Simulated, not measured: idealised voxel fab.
The name of this process module is voxel double patterning.
For reference, the cross-section in this document is cut, with width 300 nm and square cells of 5 nm.
Each cross-section below is a grid of square cells, stated as bands in top-down order, with one or more rows of cells making up each band.
A band entry consists of two parts. The first gives the height of the band's top and the height of its bottom, in nm. The rest lists the band's materials from left to right, each with its width in nm. A single material labelled with the word "everywhere" fills the band from edge to edge, and the word "empty" marks empty space.
Height reference: 0 = level under which incoming wafer is all one material. Lowest band: no bottom, runs on downward, e.g. "from 0 down".
A width given as "30..40" starts at the first number in the band's top row and ends at the second number in its bottom row, shifting by an equal amount at every step from row to row.
The designation "remained the same", where it is given for a processing step, indicates that no cell of the cross-section was altered in the course of that step.
Heads up: "Unvented internal voids" only lists the empty pockets with no open path to the top that are 8 cells or more, and it writes them as width x height at distance, distance from the left edge, in nm.
Note: text after step settings on the step line = simulator remark on that step.
Steps that use a mask can have "overlay nm" on their line. It says how far the mask sat to the right of where it was meant to be. Negative means to the left.
THE PROCESS STEPS THAT WERE PLANNED ARE LISTED BELOW
1: RECEIVE: material Si
2: CONFORMAL_DEP: material SiO2, thk nm 5
3: DIRECTIONAL_DEP: material W, thk nm 15
4: DIRECTIONAL_DEP: material SiCN, thk nm 10
5: DIRECTIONAL_DEP: material aC, thk nm 15
6: PATTERN: tone open, mask id FIRST, material resist, width nm 15, pitch nm 50, thk nm 30, overlay nm 0
7: DIRECTIONAL_ETCH: etch materials aC, depth nm 15
8: STRIP: etch materials resist
9: DIRECTIONAL_ETCH: etch materials SiCN, depth nm 10
10: STRIP: etch materials aC
11: PATTERN: tone open, mask id SECOND, material resist, width nm 15, pitch nm 50, thk nm 15, overlay nm 0
12: DIRECTIONAL_ETCH: etch materials SiCN, depth nm 10
13: STRIP: etch materials resist
14: DIRECTIONAL_ETCH: etch materials W, depth nm 15
15: STRIP: etch materials SiCN
AS-RECEIVED WAFER CROSS-SECTION (AFTER STEP 1)
* from 0 down = Si everywhere
* Unvented internal voids: none
THE PLAN ABOVE WAS CARRIED OUT ON THE STARTING STRUCTURE ABOVE WITH ONE MISTAKE, AND THIS CROSS-SECTION SHOWS THE WAFER AT THE END OF THE MODULE
* from 20 to 15 = SiO2 everywhere
* from 15 to 0 = W everywhere
* from 0 down = Si everywhere
* Unvented internal voids: none
Misprocessing identified: step 3 occupied the plan position of step 2, and the converse holds as well
